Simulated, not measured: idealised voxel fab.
process module | voxel ribs on slabs
cross-section cut | 250 nm wide | cells 5 nm
A cross-section is a grid of square cells, given in bands from the top down. A band is one or more rows of cells.
Each band's line starts with the height of the band's top and of its bottom, in nm. Then come its materials from left to right, each with its width in nm. One material with "throughout" fills the band from edge to edge. "air" is empty space.
Height 0 is the level under which the wafer as received is all one material. The lowest band goes on downwards, as in "0 down".
A width such as "30 to 40" changes by the same amount from each row of cells to the next, from the band's top row to its bottom row.
"no change" after a step means that no cell of the cross-section changed.
closed voids: empty space of 8 cells or more with no open way to the top, each as width x height at its distance from the left edge, in nm
after a step's settings: what the simulator itself notes on the step
overlay nm, on a step with a mask: how far to the right of its planned place the mask lay; to the left if negative
Each pair below shows a cross-section before one step and the cross-section after it, down to the lowest band that changed. The line under each pair gives the step between them, with its settings. The pairs can come from different runs of this module on the same starting wafer, so a pair continues from the pair above only where its "before" says so.
before
  0 down: Si throughout
  closed voids: none
after
  25 to 0: SiO2 throughout
  below 0: unchanged
  closed voids: none
the step between: op DIRECTIONAL_DEP | material SiO2 | thk nm 25
before: the cross-section after the pair above
after
  40 to 25: SiN throughout
  below 25: unchanged
  closed voids: none
the step between: op DIRECTIONAL_DEP | material SiN | thk nm 15
before: the cross-section after the pair above
after
  40 to 30: air 115 | SiN 20 | air 115
  below 30: unchanged
  closed voids: none
the step between: op MASKED_ETCH | tone cover | mask id RIB | width nm 20 | etch materials SiN | depth nm 10 | overlay nm 0
before: the cross-section after the pair above
after
  40 to 30: air 115 | SiN 20 | air 115
  30 to 25: air 95 | SiN 60 | air 95
  below 25: unchanged
  closed voids: none
the step between: op MASKED_ETCH | tone cover | mask id SLAB | width nm 60 | etch materials SiN | depth nm 5 | overlay nm 0
before: the cross-section after the pair above
after
  60 to 40: SiO2 throughout
  40 to 30: SiO2 115 | SiN 20 | SiO2 115
  30 to 25: SiO2 95 | SiN 60 | SiO2 95
  below 25: unchanged
  closed voids: none
the step between: op FILL_DEP | material SiO2 | thk nm 20
before: the cross-section after the pair above
after
  50 to 40: SiO2 throughout
  below 40: unchanged
  closed voids: none
the step between: op CMP | height nm 50
before: the cross-section after the pair above
after
  55 to 50: TiN throughout
  below 50: unchanged
  closed voids: none
the step between: op DIRECTIONAL_DEP | material TiN | thk nm 5
before: the cross-section after the pair above
after
  55 to 50: air 110 | TiN 30 | air 110
  below 50: unchanged
  closed voids: none
the step between: op MASKED_ETCH | tone cover | mask id HEATER | width nm 30 | etch materials TiN | depth nm 5 | overlay nm 0
before: the cross-section after the pair above
after
  60 to 55: air 105 | SiO2 40 | air 105
  55 to 50: SiO2 110 | TiN 30 | SiO2 110
  below 50: unchanged
  closed voids: none
the step between: op CONFORMAL_DEP | material SiO2 | thk nm 5
before
  40 to 25: SiN throughout
  25 to 0: SiO2 throughout
  0 down: Si throughout
  closed voids: none
after
  55 to 25: SiN throughout
  below 25: unchanged
  closed voids: none
the step between: op DIRECTIONAL_DEP | material SiN | thk nm 15
before: the cross-section after the pair above
after
  55 to 45: air 115 | SiN 20 | air 115
  below 45: unchanged
  closed voids: none
the step between: op MASKED_ETCH | tone cover | mask id RIB | width nm 20 | etch materials SiN | depth nm 10 | overlay nm 0
before: the cross-section after the pair above
after
  55 to 45: air 115 | SiN 20 | air 115
  45 to 40: air 95 | SiN 60 | air 95
  below 40: unchanged
  closed voids: none
the step between: op MASKED_ETCH | tone cover | mask id SLAB | width nm 60 | etch materials SiN | depth nm 5 | overlay nm 0
before: the cross-section after the pair above
after
  75 to 55: SiO2 throughout
  55 to 45: SiO2 115 | SiN 20 | SiO2 115
  45 to 40: SiO2 95 | SiN 60 | SiO2 95
  below 40: unchanged
  closed voids: none
the step between: op FILL_DEP | material SiO2 | thk nm 20
before: the cross-section after the pair above
after
  50 to 40: SiO2 115 to 95 | SiN 20 to 60 | SiO2 115 to 95
  below 40: unchanged
  closed voids: none
the step between: op CMP | height nm 50
before: the cross-section after the pair above
after
  55 to 50: TiN throughout
  below 50: unchanged
  closed voids: none
the step between: op DIRECTIONAL_DEP | material TiN | thk nm 5
before: the cross-section after the pair above
after
  55 to 50: air 110 | TiN 30 | air 110
  below 50: unchanged
  closed voids: none
the step between: op MASKED_ETCH | tone cover | mask id HEATER | width nm 30 | etch materials TiN | depth nm 5 | overlay nm 0
before: the cross-section after the pair above
after
  60 to 55: air 105 | SiO2 40 | air 105
  55 to 50: SiO2 110 | TiN 30 | SiO2 110
  below 50: unchanged
  closed voids: none
the step between: op CONFORMAL_DEP | material SiO2 | thk nm 5
before
  0 down: Si throughout
  closed voids: none
after
  15 to 0: SiN throughout
  below 0: unchanged
  closed voids: none
the step between: op DIRECTIONAL_DEP | material SiN | thk nm 15
before: the cross-section after the pair above
after
  40 to 15: SiO2 throughout
  below 15: unchanged
  closed voids: none
the step between: op DIRECTIONAL_DEP | material SiO2 | thk nm 25
before: the cross-section after the pair above
after
  60 to 15: SiO2 throughout
  below 15: unchanged
  closed voids: none
the step between: op FILL_DEP | material SiO2 | thk nm 20
before: the cross-section after the pair above
after
  50 to 15: SiO2 throughout
  below 15: unchanged
  closed voids: none
the step between: op CMP | height nm 50
before: the cross-section after the pair above
after
  55 to 50: TiN throughout
  below 50: unchanged
  closed voids: none
the step between: op DIRECTIONAL_DEP | material TiN | thk nm 5
before: the cross-section after the pair above
after
  55 to 50: air 110 | TiN 30 | air 110
  below 50: unchanged
  closed voids: none
the step between: op MASKED_ETCH | tone cover | mask id HEATER | width nm 30 | etch materials TiN | depth nm 5 | overlay nm 0
before: the cross-section after the pair above
after
  60 to 55: air 105 | SiO2 40 | air 105
  55 to 50: SiO2 110 | TiN 30 | SiO2 110
  below 50: unchanged
  closed voids: none
the step between: op CONFORMAL_DEP | material SiO2 | thk nm 5
before
  0 down: Si throughout
  closed voids: none
after
  20 to 0: SiO2 throughout
  below 0: unchanged
  closed voids: none
the step between: op DIRECTIONAL_DEP | material SiO2 | thk nm 20
before: the cross-section after the pair above
after
  35 to 20: SiN throughout
  below 20: unchanged
  closed voids: none
the step between: op DIRECTIONAL_DEP | material SiN | thk nm 15
before: the cross-section after the pair above
after
  35 to 25: air 115 | SiN 20 | air 115
  below 25: unchanged
  closed voids: none
the step between: op MASKED_ETCH | tone cover | mask id RIB | width nm 20 | etch materials SiN | depth nm 10 | overlay nm 0
before: the cross-section after the pair above
after
  35 to 25: air 115 | SiN 20 | air 115
  25 to 20: air 95 | SiN 60 | air 95
  below 20: unchanged
  closed voids: none
the step between: op MASKED_ETCH | tone cover | mask id SLAB | width nm 60 | etch materials SiN | depth nm 5 | overlay nm 0
before: the cross-section after the pair above
after
  55 to 35: SiO2 throughout
  35 to 25: SiO2 115 | SiN 20 | SiO2 115
  25 to 20: SiO2 95 | SiN 60 | SiO2 95
  below 20: unchanged
  closed voids: none
the step between: op FILL_DEP | material SiO2 | thk nm 20
before: the cross-section after the pair above
after
  50 to 35: SiO2 throughout
  below 35: unchanged
  closed voids: none
the step between: op CMP | height nm 50
before: the cross-section after the pair above
after
  55 to 50: TiN throughout
  below 50: unchanged
  closed voids: none
the step between: op DIRECTIONAL_DEP | material TiN | thk nm 5
before: the cross-section after the pair above
after
  55 to 50: air 110 | TiN 30 | air 110
  below 50: unchanged
  closed voids: none
the step between: op MASKED_ETCH | tone cover | mask id HEATER | width nm 30 | etch materials TiN | depth nm 5 | overlay nm 0
before: the cross-section after the pair above
after
  60 to 55: air 105 | SiO2 40 | air 105
  55 to 50: SiO2 110 | TiN 30 | SiO2 110
  below 50: unchanged
  closed voids: none
the step between: op CONFORMAL_DEP | material SiO2 | thk nm 5
before
  40 to 25: SiN throughout
  25 to 0: SiO2 throughout
  0 down: Si throughout
  closed voids: none
after
  40 to 30: air 120 | SiN 15 | air 115
  below 30: unchanged
  closed voids: none
the step between: op MASKED_ETCH | tone cover | mask id RIB | width nm 15 | etch materials SiN | depth nm 10 | overlay nm 0
before: the cross-section after the pair above
after
  40 to 30: air 120 | SiN 15 | air 115
  30 to 25: air 95 | SiN 60 | air 95
  below 25: unchanged
  closed voids: none
the step between: op MASKED_ETCH | tone cover | mask id SLAB | width nm 60 | etch materials SiN | depth nm 5 | overlay nm 0
before: the cross-section after the pair above
after
  60 to 40: SiO2 throughout
  40 to 30: SiO2 120 | SiN 15 | SiO2 115
  30 to 25: SiO2 95 | SiN 60 | SiO2 95
  below 25: unchanged
  closed voids: none
the step between: op FILL_DEP | material SiO2 | thk nm 20
before: the cross-section after the pair above
after
  50 to 40: SiO2 throughout
  below 40: unchanged
  closed voids: none
the step between: op CMP | height nm 50
before: the cross-section after the pair above
after
  55 to 50: TiN throughout
  below 50: unchanged
  closed voids: none
the step between: op DIRECTIONAL_DEP | material TiN | thk nm 5
before: the cross-section after the pair above
after
  55 to 50: air 110 | TiN 30 | air 110
  below 50: unchanged
  closed voids: none
the step between: op MASKED_ETCH | tone cover | mask id HEATER | width nm 30 | etch materials TiN | depth nm 5 | overlay nm 0
before: the cross-section after the pair above
after
  60 to 55: air 105 | SiO2 40 | air 105
  55 to 50: SiO2 110 | TiN 30 | SiO2 110
  below 50: unchanged
  closed voids: none
the step between: op CONFORMAL_DEP | material SiO2 | thk nm 5
before
  40 to 30: air 115 | SiN 20 | air 115
  30 to 25: SiN throughout
  25 to 0: SiO2 throughout
  0 down: Si throughout
  closed voids: none
after
  40 to 30: air 115 | SiN 20 | air 115
  30 to 25: air 85 | SiN 60 | air 105
  below 25: unchanged
  closed voids: none
the step between: op MASKED_ETCH | tone cover | mask id SLAB | width nm 60 | etch materials SiN | depth nm 5 | overlay nm -10
before: the cross-section after the pair above
after
  60 to 40: SiO2 throughout
  40 to 30: SiO2 115 | SiN 20 | SiO2 115
  30 to 25: SiO2 85 | SiN 60 | SiO2 105
  below 25: unchanged
  closed voids: none
the step between: op FILL_DEP | material SiO2 | thk nm 20
before: the cross-section after the pair above
after
  50 to 40: SiO2 throughout
  below 40: unchanged
  closed voids: none
the step between: op CMP | height nm 50
before: the cross-section after the pair above
after
  55 to 50: TiN throughout
  below 50: unchanged
  closed voids: none
the step between: op DIRECTIONAL_DEP | material TiN | thk nm 5
before: the cross-section after the pair above
after
  55 to 50: air 110 | TiN 30 | air 110
  below 50: unchanged
  closed voids: none
the step between: op MASKED_ETCH | tone cover | mask id HEATER | width nm 30 | etch materials TiN | depth nm 5 | overlay nm 0
before: the cross-section after the pair above
after
  60 to 55: air 105 | SiO2 40 | air 105
  55 to 50: SiO2 110 | TiN 30 | SiO2 110
  below 50: unchanged
  closed voids: none
the step between: op CONFORMAL_DEP | material SiO2 | thk nm 5
before
  55 to 50: air 110 | TiN 30 | air 110
  50 to 40: SiO2 throughout
  40 to 30: SiO2 115 | SiN 20 | SiO2 115
  30 to 25: SiO2 95 | SiN 60 | SiO2 95
  25 to 0: SiO2 throughout
  0 down: Si throughout
  closed voids: none
after
  60 to 55: air 105 | SiN 40 | air 105
  55 to 50: SiN 110 | TiN 30 | SiN 110
  below 50: unchanged
  closed voids: none
the step between: op CONFORMAL_DEP | material SiN | thk nm 5
before
  40 to 25: SiN throughout
  25 to 0: SiO2 throughout
  0 down: Si throughout
  closed voids: none
after
  40 to 30: SiN 115 | air 20 | SiN 115
  below 30: unchanged
  closed voids: none
the step between: op MASKED_ETCH | tone open | mask id RIB | width nm 20 | etch materials SiN | depth nm 10 | overlay nm 0
before: the cross-section after the pair above
after
  40 to 35: air 95 | SiN 20 | air 20 | SiN 20 | air 95
  below 35: unchanged
  closed voids: none
the step between: op MASKED_ETCH | tone cover | mask id SLAB | width nm 60 | etch materials SiN | depth nm 5 | overlay nm 0
before: the cross-section after the pair above
after
  60 to 40: SiO2 throughout
  40 to 35: SiO2 95 | SiN 20 | SiO2 20 | SiN 20 | SiO2 95
  35 to 30: SiN 115 | SiO2 20 | SiN 115
  below 30: unchanged
  closed voids: none
the step between: op FILL_DEP | material SiO2 | thk nm 20
before: the cross-section after the pair above
after
  50 to 40: SiO2 throughout
  below 40: unchanged
  closed voids: none
the step between: op CMP | height nm 50
before: the cross-section after the pair above
after
  55 to 50: TiN throughout
  below 50: unchanged
  closed voids: none
the step between: op DIRECTIONAL_DEP | material TiN | thk nm 5
before: the cross-section after the pair above
after
  55 to 50: air 110 | TiN 30 | air 110
  below 50: unchanged
  closed voids: none
the step between: op MASKED_ETCH | tone cover | mask id HEATER | width nm 30 | etch materials TiN | depth nm 5 | overlay nm 0
before: the cross-section after the pair above
after
  60 to 55: air 105 | SiO2 40 | air 105
  55 to 50: SiO2 110 | TiN 30 | SiO2 110
  below 50: unchanged
  closed voids: none
the step between: op CONFORMAL_DEP | material SiO2 | thk nm 5
